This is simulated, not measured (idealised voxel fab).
The document below concerns the process module designated voxel lift off.
Pictured: cross-section cut, 300 nm wide, on a grid of 5 nm square cells.
If you're reading a cross-section in this doc, picture square cells in a grid; it comes to you as bands, top ones listed first down to the bottom, and a band can be one or more rows of cells.
A band entry consists of two parts. The first gives the height of the band's top and the height of its bottom, in nm. The rest lists the band's materials from left to right, each with its width in nm. A single material labelled with the word "full width" fills the band from edge to edge, and the word "blank" marks empty space.
Height 0 is the level under which the wafer as received is all one material. The lowest band goes on downwards, as in "0 down".
Top row gets the first number, bottom row gets the second, and each row in between changes by the same step: that is how a band width like "30 to 40" works.
When a step is marked "nothing altered", none of the cells in the cross-section changed during that step.
Empty spaces counting at least 8 cells and having no open way to the top are listed in "Unvented voids". The notation width x height at distance is used for each, the distance being from the left edge and all three values in nm.
If you see something after the settings on a step's line, that's the simulator's own remark about that step.
overlay nm: right-of-plan distance of the mask on a masked step; negative values mean left-of-plan.
**Listed below are the process steps as planned**
1 RECEIVE [material Si]
2 CONFORMAL_DEP [material SiN] [thk nm 10]
3 PATTERN [tone open] [mask id LINES] [material resist] [width nm 25] [pitch nm 45] [thk nm 15] [overlay nm -15]
4 DIRECTIONAL_DEP [material Ru] [thk nm 5]
5 STRIP [etch materials resist]
6 CONFORMAL_DEP [material SiCN] [thk nm 5]
varied across the wafers: overlay nm of step 3. The plan shows the first wafer's value. All wafers start alike
**As-received state after step 1, first of several wafers, cross-section**
* 0 down: Si full width
* Unvented voids: none
**The rows of the table below are wafers. Looking at the end of the module, a row counts, for every material, the cells the wafer has gained, shown as (+), or lost, shown as (-), since it was received; its closed voids come next**
overlay nm -15; +20 Ru; +68 SiCN; +120 SiN; Unvented voids: none
overlay nm -10; +20 Ru; +68 SiCN; +120 SiN; Unvented voids: none
overlay nm -5; +20 Ru; +68 SiCN; +120 SiN; Unvented voids: none
overlay nm 0; +20 Ru; +68 SiCN; +120 SiN; Unvented voids: none
overlay nm 5; +20 Ru; +68 SiCN; +120 SiN; Unvented voids: none
overlay nm 10; +20 Ru; +68 SiCN; +120 SiN; Unvented voids: none
overlay nm 15; +20 Ru; +68 SiCN; +120 SiN; Unvented voids: none
